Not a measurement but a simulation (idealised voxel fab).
Process module in this document: voxel self aligned vias
Pictured: cross-section cut, 190 nm wide, on a grid of 5 nm square cells.
In what follows, cross-sections appear as grids of square cells, described through bands that run from the top down, where every band is one or more rows of cells.
Look at the band entry: it leads with the top's height and the bottom's height in nm. Then it lists the materials left to right, with a width in nm for each. The word "throughout" on a single material says that material fills the band edge to edge. The word "air" is empty space.
Height datum 0, below which the as-received substrate wafer is one material. Lowest band open at the bottom, running downward: "0 nm and below".
Top row gets the first number, bottom row gets the second, and each row in between changes by the same step: that is how a band width like "30..40" works.
Basically "remained unchanged" means that step didn't change any cell in the cross-section.
For the entry "Fully sealed cavities", the listed items are empty spaces with no open way to the top whose size is 8 cells or more; each item follows the pattern width x height at distance, where distance is from the left edge and all three are in nm.
What comes after the settings on a step's line is commentary from the simulator itself on that step.
You can add "overlay nm" to a step's line. For a step with a mask, it describes how far the mask lay to the right of its planned position, and a negative number describes a lay to the left.
Planned process steps:
1) op RECEIVE | material Si
2) op CONFORMAL_DEP | material SiO2 | thk nm 15
3) op CONFORMAL_DEP | material SiCN | thk nm 5
4) op DIRECTIONAL_DEP | material lowk | thk nm 25
5) op PATTERN | tone open | mask id LINES | material resist | width nm 30 | pitch nm 60 | thk nm 20 | overlay nm -5
6) op DIRECTIONAL_ETCH | etch materials lowk | depth nm 25
7) op STRIP | etch materials resist
8) op CONFORMAL_DEP | material TiN | thk nm 5
9) op FILL_DEP | material Ru | thk nm 10
10) op CMP | height nm 45
11) op SELECTIVE_ETCH | etch materials W Ru TiN | depth nm 10
12) op FILL_DEP | material SiN | thk nm 5
13) op CMP | height nm 45
14) op DIRECTIONAL_DEP | material lowk | thk nm 20
15) op PATTERN | tone open | mask id VIAS | material resist | width nm 40 | pitch nm 60 | thk nm 20 | overlay nm 0
16) op DIRECTIONAL_ETCH | etch materials lowk | depth nm 20
17) op DIRECTIONAL_ETCH | etch materials SiN | depth nm 10
18) op STRIP | etch materials resist
19) op CONFORMAL_DEP | material TiN | thk nm 5
20) op FILL_DEP | material Cu | thk nm 10
21) op CMP | height nm 65
22) op CONFORMAL_DEP | material SiN | thk nm 5
Variable across wafers: step 5 overlay nm (plan value is that of the first wafer; starting state common to all).
Cross-section of the first of several received wafers, showing its state after step 1:
* 0 nm and below: Si throughout
* Fully sealed cavities: none
Wafer cross-section (first of several) - module end, post step 22 (last step):
* 70 nm to 65 nm: SiN throughout
* 65 nm to 50 nm: lowk 15 nm, then TiN 5 nm, then Cu 30 nm, then TiN 5 nm, then lowk 20 nm, then TiN 5 nm, then Cu 30 nm, then TiN 5 nm, then lowk 20 nm, then TiN 5 nm, then Cu 30 nm, then TiN 5 nm, then lowk 15 nm
* 50 nm to 40 nm: lowk 15 nm, then TiN 5 nm, then Cu 20 nm, then TiN 15..5 nm, then lowk 20..30 nm, then TiN 5 nm, then Cu 20 nm, then TiN 15..5 nm, then lowk 20..30 nm, then TiN 5 nm, then Cu 20 nm, then TiN 15..5 nm, then lowk 15..25 nm
* 40 nm to 35 nm: lowk 15 nm, then TiN 30 nm, then lowk 30 nm, then TiN 30 nm, then lowk 30 nm, then TiN 30 nm, then lowk 25 nm
* 35 nm to 25 nm: lowk 15 nm, then TiN 5 nm, then Ru 20 nm, then TiN 5 nm, then lowk 30 nm, then TiN 5 nm, then Ru 20 nm, then TiN 5 nm, then lowk 30 nm, then TiN 5 nm, then Ru 20 nm, then TiN 5 nm, then lowk 25 nm
* 25 nm to 20 nm: lowk 15 nm, then TiN 30 nm, then lowk 30 nm, then TiN 30 nm, then lowk 30 nm, then TiN 30 nm, then lowk 25 nm
* 20 nm to 15 nm: SiCN throughout
* 15 nm to 0 nm: SiO2 throughout
* 0 nm and below: Si throughout
* Fully sealed cavities: none
Final wafer of several, shown in cross-section at the end of the module:
* 70 nm to 65 nm: SiN throughout
* 65 nm to 50 nm: lowk 15 nm, then TiN 5 nm, then Cu 30 nm, then TiN 5 nm, then lowk 20 nm, then TiN 5 nm, then Cu 30 nm, then TiN 5 nm, then lowk 20 nm, then TiN 5 nm, then Cu 30 nm, then TiN 5 nm, then lowk 15 nm
* 50 nm to 40 nm: lowk 15..25 nm, then TiN 15..5 nm, then Cu 20 nm, then TiN 5 nm, then lowk 20..30 nm, then TiN 15..5 nm, then Cu 20 nm, then TiN 5 nm, then lowk 20..30 nm, then TiN 15..5 nm, then Cu 20 nm, then TiN 5 nm, then lowk 15 nm
* 40 nm to 35 nm: lowk 25 nm, then TiN 30 nm, then lowk 30 nm, then TiN 30 nm, then lowk 30 nm, then TiN 30 nm, then lowk 15 nm
* 35 nm to 25 nm: lowk 25 nm, then TiN 5 nm, then Ru 20 nm, then TiN 5 nm, then lowk 30 nm, then TiN 5 nm, then Ru 20 nm, then TiN 5 nm, then lowk 30 nm, then TiN 5 nm, then Ru 20 nm, then TiN 5 nm, then lowk 15 nm
* 25 nm to 20 nm: lowk 25 nm, then TiN 30 nm, then lowk 30 nm, then TiN 30 nm, then lowk 30 nm, then TiN 30 nm, then lowk 15 nm
* 20 nm to 15 nm: SiCN throughout
* 15 nm to 0 nm: SiO2 throughout
* 0 nm and below: Si throughout
* Fully sealed cavities: none
For your reference, the table is organized with a row per wafer; each row reflects the wafer at the end of the module, indicating for each material the cells gained (+) or lost (-) since receipt, and thereafter its closed voids:
overlay nm -5; +78 Cu; +24 Ru; +38 SiCN; +38 SiN; +114 SiO2; +84 TiN; +156 lowk; Fully sealed cavities: none
overlay nm 0; +78 Cu; +24 Ru; +38 SiCN; +38 SiN; +114 SiO2; +84 TiN; +156 lowk; Fully sealed cavities: none
overlay nm 5; +78 Cu; +24 Ru; +38 SiCN; +38 SiN; +114 SiO2; +84 TiN; +156 lowk; Fully sealed cavities: none
